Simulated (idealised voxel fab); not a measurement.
Documented hereafter: the process module known as voxel self aligned vias.
Cross-section cut: width 165 nm, square cells of 5 nm.
This document writes a cross-section as a grid whose cells are square, and gives it as bands, listed from the top down; one or more rows of cells form a band.
It is stipulated that each band's entry specify, in nanometres, the height of the top of the band and then that of its bottom, followed by the materials of the band in left-to-right sequence, each together with its width in nanometres. A single material marked by the word "full width" is understood to fill the band from edge to edge; the word "air" is understood to denote empty space.
Measure heights from 0. That's the level where, below it, the as-received wafer is all one material. The lowest band is bottomless and extends downward; write it as in "0 nm and below".
Graded width ("30 to 40"): value in top row of band = first number; value in bottom row = second number; row-to-row change constant.
Any step labelled "nothing different" changed none of the cells in the cross-section.
Heads up: "Trapped voids" only lists the empty pockets with no open path to the top that are 8 cells or more, and it writes them as width x height at distance, distance from the left edge, in nm.
Past the settings on a step's line: simulator remark, on that step.
overlay nm, on a step with a mask: how far to the right of its planned place the mask lay; to the left if negative

[Here's what the planned process steps look like]
- 1: RECEIVE: material Si
- 2: CONFORMAL_DEP: material SiO2, thk nm 15
- 3: CONFORMAL_DEP: material SiCN, thk nm 5
- 4: DIRECTIONAL_DEP: material SiO2, thk nm 20
- 5: MASKED_ETCH: tone open, mask id LINES, width nm 20, pitch nm 55, etch materials SiO2, depth nm 20, overlay nm 0
- 6: CONFORMAL_DEP: material TiN, thk nm 5
- 7: FILL_DEP: material Ru, thk nm 5
- 8: CMP: height nm 40
- 9: SELECTIVE_ETCH: etch materials W Ru TiN, depth nm 5
- 10: FILL_DEP: material SiN, thk nm 10
- 11: CMP: height nm 40
- 12: DIRECTIONAL_DEP: material SiO2, thk nm 20
- 13: DIRECTIONAL_DEP: material aC, thk nm 10
- 14: PATTERN: tone open, mask id VIAS, material resist, width nm 30, thk nm 30, overlay nm 0
- 15: DIRECTIONAL_ETCH: etch materials aC, depth nm 10
- 16: STRIP: etch materials resist
- 17: DIRECTIONAL_ETCH: etch materials SiO2, depth nm 20
- 18: DIRECTIONAL_ETCH: etch materials SiN, depth nm 5
- 19: STRIP: etch materials aC
- 20: CONFORMAL_DEP: material TiN, thk nm 5
- 21: FILL_DEP: material Cu, thk nm 5
- 22: CMP: height nm 60
- 23: CONFORMAL_DEP: material SiCN, thk nm 5

[Wafer at receipt (post step 1), cross-section]
  0 nm and below = Si full width
  Trapped voids: none

[Wafer at module end, in section. Began as above, planned as above, run with one mistake]
  65 nm to 60 nm = SiCN full width
  60 nm to 45 nm = SiO2=40, TiN=5, Cu=25, TiN=5, SiO2=90
  45 nm to 40 nm = SiO2=40, TiN=10, Cu=10, TiN=15, SiO2=90
  40 nm to 35 nm = SiO2=45, TiN=20, SiO2=35, SiN=20, SiO2=45
  35 nm to 25 nm = SiO2=45, TiN=5, Ru=10, TiN=5, SiO2=35, TiN=5, Ru=10, TiN=5, SiO2=45
  25 nm to 20 nm = SiO2=45, TiN=20, SiO2=35, TiN=20, SiO2=45
  20 nm to 15 nm = SiCN full width
  15 nm to 0 nm = SiO2 full width
  0 nm and below = Si full width
  Trapped voids: none
Deviation noted in wafer processing: rather than as planned, step 14 actually ran as PATTERN: tone open, mask id VIAS, material resist, width nm 35, thk nm 30, overlay nm 0
